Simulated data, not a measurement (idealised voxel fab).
The name of this process module is voxel double patterning.
FYI the section here is cut, 265 nm wide, cells are 5 nm squares.
Just so we're on the same page, the cross-sections are grids of square cells, and they're listed out in bands top to bottom, each band one or more rows deep. What a band's entry tells you: where the top is and where the bottom is, as heights in nm, and after that what lies inside, material by material from left to right, each with its width in nm. Empty space is written as the word "empty", and a single material marked with the word "edge to edge" occupies the band from edge to edge. Where do heights start? At 0: under that level the wafer as delivered is made of one material only. And the lowest band has no floor; it just carries on downward, as in "0..down". Graded width ("30 to 40"): value in top row of band = first number; value in bottom row = second number; row-to-row change constant. "no alteration" means the step left every cell of the cross-section as it was. If an empty space has no open way to the top and is at least 8 cells in size, "Catalogued sealed voids" lists it, written width x height at distance, where distance is measured from the left edge and every value is in nm. after a step's settings: what the simulator itself notes on the step. For masked steps, "overlay nm" on the step line gives how far right of plan the mask actually lay; a minus sign means it lay to the left.

[plan]
- 1: op RECEIVE | material Si
- 2: op CONFORMAL_DEP | material SiO2 | thk nm 5
- 3: op DIRECTIONAL_DEP | material W | thk nm 15
- 4: op DIRECTIONAL_DEP | material SiCN | thk nm 10
- 5: op PATTERN | tone open | mask id FIRST | material resist | width nm 15 | pitch nm 50 | thk nm 20 | overlay nm 0
- 6: op DIRECTIONAL_ETCH | etch materials SiCN | depth nm 10
- 7: op STRIP | etch materials resist
- 8: op MASKED_ETCH | tone open | mask id SECOND | width nm 15 | pitch nm 50 | etch materials SiCN | depth nm 10 | overlay nm 0
- 9: op DIRECTIONAL_ETCH | etch materials W | depth nm 15
- 10: op STRIP | etch materials SiCN

[As received (post step 1): cross-section]
- 0..down = Si edge to edge
- Catalogued sealed voids: none

[Cross-section, first of two wafers, end of module, run as planned]
- 20..5 = W 75; empty 15; W 10; empty 15; W 10; empty 15; W 10; empty 15; W 10; empty 15; W 75
- 5..0 = SiO2 edge to edge
- 0..down = Si edge to edge
- Catalogued sealed voids: none

[Second wafer cross-section at end of module - shared start and plan with the first, one mistake in the run]
- 20..0 = SiO2 edge to edge
- 0..down = Si edge to edge
- Catalogued sealed voids: none
Processing error: step 3 ran with different settings than intended, the actual operation and settings being op DIRECTIONAL_DEP | material SiO2 | thk nm 15
The final cell counts differ between the wafers, with the second having more or fewer of some materials than the first: +159 SiO2 | -114 W
